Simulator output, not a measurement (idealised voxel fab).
Process module name: voxel self aligned contacts
For reference, the cross-section in this document is cut, with width 200 nm and square cells of 5 nm.
Notation: cross-section as square-cell grid; stated in bands, top first, going down; one or more cell rows per band. In this notation a band is specified by the heights of its top and bottom, in that order and in nm, after which its materials appear from left to right, each paired with its width in nm. The word "edge to edge" attached to a single material means that material fills the band from edge to edge; the word "blank" stands for empty space. Below 0: as-received wafer, all one material; heights counted from there. Lowest band: no bottom, goes on down, written "0..down". Top row gets the first number, bottom row gets the second, and each row in between changes by the same step: that is how a band width like "30 to 40" works. Step marked "nothing changed"? Then no cell in the cross-section changed in it. "Voids, enclosed" - sealed voids, min. 8 cells, no opening to top; format: width x height at distance (distance from left edge; nm throughout). after a step's settings: what the simulator itself notes on the step. overlay nm: mask right of planned place by this much (step with mask). Neg. = left.
INTENDED PROCESS STEPS
step 1: RECEIVE [material Si]
step 2: CONFORMAL_DEP [material SiO2] [thk nm 5]
step 3: DIRECTIONAL_DEP [material polySi] [thk nm 30]
step 4: DIRECTIONAL_DEP [material SiN] [thk nm 20]
step 5: DIRECTIONAL_DEP [material aC] [thk nm 15]
step 6: PATTERN [tone cover] [mask id GATE] [material resist] [width nm 25] [pitch nm 60] [thk nm 30] [overlay nm 0]
step 7: DIRECTIONAL_ETCH [etch materials aC] [depth nm 15]
step 8: STRIP [etch materials resist]
step 9: DIRECTIONAL_ETCH [etch materials SiN] [depth nm 20]
step 10: DIRECTIONAL_ETCH [etch materials polySi] [depth nm 30]
step 11: STRIP [etch materials aC]
step 12: CONFORMAL_DEP [material SiN] [thk nm 10]
step 13: DIRECTIONAL_ETCH [etch materials SiN] [depth nm 10]
step 14: FILL_DEP [material SiO2] [thk nm 15]
step 15: CMP [height nm 60]
step 16: MASKED_ETCH [tone open] [mask id CONTACT] [width nm 45] [etch materials SiO2] [depth nm 60] [overlay nm 0]
step 17: CONFORMAL_DEP [material TiN] [thk nm 5]
step 18: FILL_DEP [material Ru] [thk nm 5]
step 19: CMP [height nm 60]
step 20: CONFORMAL_DEP [material SiN] [thk nm 5]
CROSS-SECTION OF THE WAFER AS IT CAME TO US, I.E., ALREADY THROUGH STEP 1
> 0..down: Si edge to edge
> Voids, enclosed: none
WAFER CROSS-SECTION AT MODULE END: FIRST OF TWO, RUN TO PLAN
> 65..60: SiN edge to edge
> 60..55: 75 SiO2 / 20 TiN / 5 Ru / 20 TiN / 80 SiO2
> 55..35: 45 SiO2 / 45 SiN / 5 TiN / 5 Ru / 5 TiN / 45 SiN / 50 SiO2
> 35..5: 45 SiO2 / 10 SiN / 25 polySi / 10 SiN / 5 TiN / 5 Ru / 5 TiN / 10 SiN / 25 polySi / 10 SiN / 50 SiO2
> 5..0: 90 SiO2 / 15 TiN / 95 SiO2
> 0..down: Si edge to edge
> Voids, enclosed: none
WAFER TWO (OF TWO), END-OF-MODULE CROSS-SECTION: START = WAFER ONE, PLAN = WAFER ONE, ONE RUN MISTAKE
> 65..60: SiN edge to edge
> 60..55: 40 Ru / 35 TiN / 45 SiO2 / 35 TiN / 45 Ru
> 55..35: 40 Ru / 5 TiN / 45 SiN / 15 SiO2 / 45 SiN / 5 TiN / 45 Ru
> 35..5: 40 Ru / 5 TiN / 10 SiN / 25 polySi / 10 SiN / 15 SiO2 / 10 SiN / 25 polySi / 10 SiN / 5 TiN / 45 Ru
> 5..0: 45 TiN / 105 SiO2 / 50 TiN
> 0..down: Si edge to edge
> Voids, enclosed: none
what went wrong: note that step 16 departed from the planned setting and was carried out as MASKED_ETCH [tone cover] [mask id CONTACT] [width nm 45] [etch materials SiO2] [depth nm 60] [overlay nm 0]
End of process, cell counts, second wafer against first, materials with more or fewer: Ru +176 | SiO2 -198 | TiN +22
